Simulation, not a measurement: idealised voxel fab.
process module | voxel transistor to metal
cross-section cut | 300 nm wide | cells 5 nm
A cross-section is a grid of square cells, given in bands from the top down. A band is one or more rows of cells.
Each band's line starts with the height of the band's top and of its bottom, in nm. Then come its materials from left to right, each with its width in nm. One material with "throughout" fills the band from edge to edge. "air" is empty space.
Height 0 is the level under which the wafer as received is all one material. The lowest band goes on downwards, as in "0 down".
A width such as "30 to 40" changes by the same amount from each row of cells to the next, from the band's top row to its bottom row.
"no change" after a step means that no cell of the cross-section changed.
closed voids: empty space of 8 cells or more with no open way to the top, each as width x height at its distance from the left edge, in nm
after a step's settings: what the simulator itself notes on the step
overlay nm, on a step with a mask: how far to the right of its planned place the mask lay; to the left if negative
plan
1 op RECEIVE | material Si
2 op CONFORMAL_DEP | material SiO2 | thk nm 5
3 op CONFORMAL_DEP | material SiN | thk nm 10
4 op PATTERN | tone cover | mask id ACTIVE | material resist | width nm 100 | pitch nm 125 | thk nm 20 | overlay nm 0
5 op DIRECTIONAL_ETCH | etch materials SiN | depth nm 10
6 op DIRECTIONAL_ETCH | etch materials SiO2 | depth nm 5
7 op DIRECTIONAL_ETCH | etch materials Si | depth nm 20
8 op STRIP | etch materials resist
9 op FILL_DEP | material SiO2 | thk nm 5
10 op CMP | height nm 15
11 op SELECTIVE_ETCH | etch materials SiO2 | depth nm 5
12 op STRIP | etch materials SiN
13 op SELECTIVE_ETCH | etch materials SiO2 | depth nm 5
14 op OXIDIZE | depth nm 5
15 op DIRECTIONAL_DEP | material polySi | thk nm 25
16 op DIRECTIONAL_DEP | material SiCN | thk nm 10
17 op PATTERN | tone cover | mask id GATE | material resist | width nm 20 | pitch nm 125 | thk nm 20 | overlay nm 0
18 op DIRECTIONAL_ETCH | etch materials SiCN | depth nm 20
19 op DIRECTIONAL_ETCH | etch materials polySi | depth nm 35
20 op STRIP | etch materials resist
21 op CONFORMAL_DEP | material SiN | thk nm 10
22 op DIRECTIONAL_ETCH | etch materials SiN | depth nm 10
23 op DIRECTIONAL_ETCH | etch materials SiO2 | depth nm 5
24 op EPI | material nSi | thk nm 5
25 op FILL_DEP | material SiO2 | thk nm 5
26 op CMP | height nm 35
27 op DIRECTIONAL_DEP | material SiO2 | thk nm 10
28 op PATTERN | tone open | mask id CONTACT | material resist | width nm 25 | thk nm 20 | overlay nm -15
29 op DIRECTIONAL_ETCH | etch materials SiO2 | depth nm 45
30 op STRIP | etch materials resist
31 op CONFORMAL_DEP | material TiN | thk nm 5
32 op FILL_DEP | material W | thk nm 5
33 op CMP | height nm 45
34 op DIRECTIONAL_DEP | material TiN | thk nm 5
35 op DIRECTIONAL_DEP | material Ru | thk nm 25
36 op MASKED_ETCH | tone cover | mask id METAL_1 | width nm 15 | etch materials Ru | depth nm 25 | overlay nm 0
37 op MASKED_ETCH | tone cover | mask id METAL_1 | width nm 15 | etch materials TiN | depth nm 5 | overlay nm 0
38 op FILL_DEP | material SiO2 | thk nm 5
39 op CMP | height nm 75
40 op CONFORMAL_DEP | material SiN | thk nm 5
varied across the wafers: overlay nm of step 28. The plan shows the first wafer's value. All wafers start alike
first wafer as received, after step 1
  0 down: Si throughout
  closed voids: none
each wafer at the end: cells of each material gained (+) or lost (-) since it was received, then its closed voids
overlay nm -15 | +60 Ru | -120 Si | +16 SiCN | +124 SiN | +688 SiO2 | +82 TiN | +50 W | +20 nSi | +40 polySi | closed voids: none
overlay nm -10 | +60 Ru | -120 Si | +16 SiCN | +124 SiN | +672 SiO2 | +96 TiN | +52 W | +20 nSi | +40 polySi | closed voids: none
overlay nm -5 | +60 Ru | -120 Si | +16 SiCN | +124 SiN | +656 SiO2 | +96 TiN | +68 W | +20 nSi | +40 polySi | closed voids: none
overlay nm 0 | +60 Ru | -120 Si | +16 SiCN | +124 SiN | +656 SiO2 | +96 TiN | +68 W | +20 nSi | +40 polySi | closed voids: none
overlay nm 5 | +60 Ru | -120 Si | +16 SiCN | +124 SiN | +656 SiO2 | +96 TiN | +68 W | +20 nSi | +40 polySi | closed voids: none
overlay nm 10 | +60 Ru | -120 Si | +16 SiCN | +124 SiN | +672 SiO2 | +96 TiN | +52 W | +20 nSi | +40 polySi | closed voids: none
overlay nm 15 | +60 Ru | -120 Si | +16 SiCN | +124 SiN | +688 SiO2 | +82 TiN | +50 W | +20 nSi | +40 polySi | closed voids: none
